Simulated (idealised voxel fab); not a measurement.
The name of this process module is voxel transistor to metal.
Displayed cross-section: cut, width of 205 nm, square cells sized 5 nm.
In this document a cross-section is written as a grid of square cells. It is given as a series of bands, listed from the top down, and a band is one or more rows of cells.
It is stipulated that each band's entry specify, in nanometres, the height of the top of the band and then that of its bottom, followed by the materials of the band in left-to-right sequence, each together with its width in nanometres. A single material marked by the word "everywhere" is understood to fill the band from edge to edge; the word "blank" is understood to denote empty space.
Heights are expressed relative to 0, this being the level below which the as-received wafer comprises one material exclusively. The lowest band is unbounded in the downward direction and is denoted as in "0 nm and below".
A width such as "30..40" changes by the same amount from each row of cells to the next, from the band's top row to its bottom row.
"no change occurred" means the step left every cell of the cross-section as it was.
What "Enclosed void catalog" gives you is every empty space of 8 cells or more that is cut off from the top. Each appears as width x height at distance, with the distance taken from the left edge and width, height and distance all in nm.
Heads up: the bit after the settings on a step's line is the simulator's remark on that step.
"overlay nm" denotes, for a step that has a mask, the displacement of the mask to the right of its planned place, with negative values corresponding to the left.

## List of planned process steps
1 RECEIVE: material Si
2 CONFORMAL_DEP: material SiO2, thk nm 5
3 CONFORMAL_DEP: material SiN, thk nm 15
4 DIRECTIONAL_DEP: material aC, thk nm 10
5 PATTERN: tone cover, mask id ACTIVE, material resist, width nm 120, thk nm 30, overlay nm 0
6 DIRECTIONAL_ETCH: etch materials aC, depth nm 10
7 STRIP: etch materials resist
8 DIRECTIONAL_ETCH: etch materials SiN, depth nm 15
9 DIRECTIONAL_ETCH: etch materials SiO2, depth nm 5
10 DIRECTIONAL_ETCH: etch materials Si, depth nm 30
11 STRIP: etch materials aC
12 FILL_DEP: material SiO2, thk nm 5
13 CMP: height nm 20
14 SELECTIVE_ETCH: etch materials SiO2, depth nm 15
15 STRIP: etch materials SiN
16 SELECTIVE_ETCH: etch materials SiO2, depth nm 5
17 OXIDIZE: depth nm 5
18 DIRECTIONAL_DEP: material polySi, thk nm 30
19 DIRECTIONAL_DEP: material SiCN, thk nm 15
20 DIRECTIONAL_DEP: material aC, thk nm 10
21 PATTERN: tone cover, mask id GATE, material resist, width nm 20, thk nm 30, overlay nm 0
22 DIRECTIONAL_ETCH: etch materials aC, depth nm 10
23 STRIP: etch materials resist
24 DIRECTIONAL_ETCH: etch materials SiCN, depth nm 25
25 DIRECTIONAL_ETCH: etch materials polySi, depth nm 40
26 STRIP: etch materials aC
27 CONFORMAL_DEP: material SiN, thk nm 10
28 DIRECTIONAL_ETCH: etch materials SiN, depth nm 10
29 DIRECTIONAL_ETCH: etch materials SiO2, depth nm 5
30 EPI: material nSi, thk nm 5
31 FILL_DEP: material SiO2, thk nm 5
32 CMP: height nm 45
33 DIRECTIONAL_DEP: material SiO2, thk nm 15
34 PATTERN: tone open, mask id CONTACT, material resist, width nm 20, pitch nm 80, thk nm 15, overlay nm 0
35 DIRECTIONAL_ETCH: etch materials SiO2, depth nm 60
36 STRIP: etch materials resist
37 CONFORMAL_DEP: material TiN, thk nm 5
38 FILL_DEP: material W, thk nm 5
39 CMP: height nm 60
40 DIRECTIONAL_DEP: material TiN, thk nm 5
41 DIRECTIONAL_DEP: material Ru, thk nm 15
42 MASKED_ETCH: tone cover, mask id METAL_1, width nm 20, pitch nm 80, etch materials Ru, depth nm 15, overlay nm 0
43 MASKED_ETCH: tone cover, mask id METAL_1, width nm 20, pitch nm 80, etch materials TiN, depth nm 5, overlay nm 0
44 FILL_DEP: material SiO2, thk nm 5
45 CMP: height nm 80
46 CONFORMAL_DEP: material SiCN, thk nm 5
47 DIRECTIONAL_DEP: material lowk, thk nm 25
48 PATTERN: tone open, mask id METAL_2_HOLES, material resist, width nm 15, pitch nm 80, thk nm 20, overlay nm 0
49 DIRECTIONAL_ETCH: etch materials lowk, depth nm 25
50 STRIP: etch materials resist
51 MASKED_ETCH: tone open, mask id METAL_2, width nm 20, pitch nm 80, etch materials lowk, depth nm 15, overlay nm 0
52 MASKED_ETCH: tone open, mask id METAL_2, width nm 20, pitch nm 80, etch materials SiCN, depth nm 5, overlay nm 0
53 CONFORMAL_DEP: material TiN, thk nm 5
54 FILL_DEP: material Cu, thk nm 10
55 CMP: height nm 110
56 CONFORMAL_DEP: material SiN, thk nm 5
All wafers enter the flow in the same state. The thk nm at step 53 differs from wafer to wafer, and the plan gives the value for the first wafer.

## The first of several wafers in cross-section, exactly as it reached us after step 1
* 0 nm and below = Si everywhere
* Enclosed void catalog: none

## Per wafer, end of module: cells gained (+) or lost (-) per material since receipt, then closed voids
thk nm 5 | +14 Cu | +24 Ru | -126 Si | +47 SiCN | +77 SiN | +564 SiO2 | +88 TiN | +44 W | +169 lowk | +18 nSi | +24 polySi | Enclosed void catalog: none
thk nm 10 | +24 Ru | -126 Si | +47 SiCN | +77 SiN | +564 SiO2 | +102 TiN | +44 W | +169 lowk | +18 nSi | +24 polySi | Enclosed void catalog: none
thk nm 15 | +24 Ru | -126 Si | +47 SiCN | +77 SiN | +564 SiO2 | +102 TiN | +44 W | +169 lowk | +18 nSi | +24 polySi | Enclosed void catalog: none
thk nm 20 | +24 Ru | -126 Si | +47 SiCN | +77 SiN | +564 SiO2 | +102 TiN | +44 W | +169 lowk | +18 nSi | +24 polySi | Enclosed void catalog: none
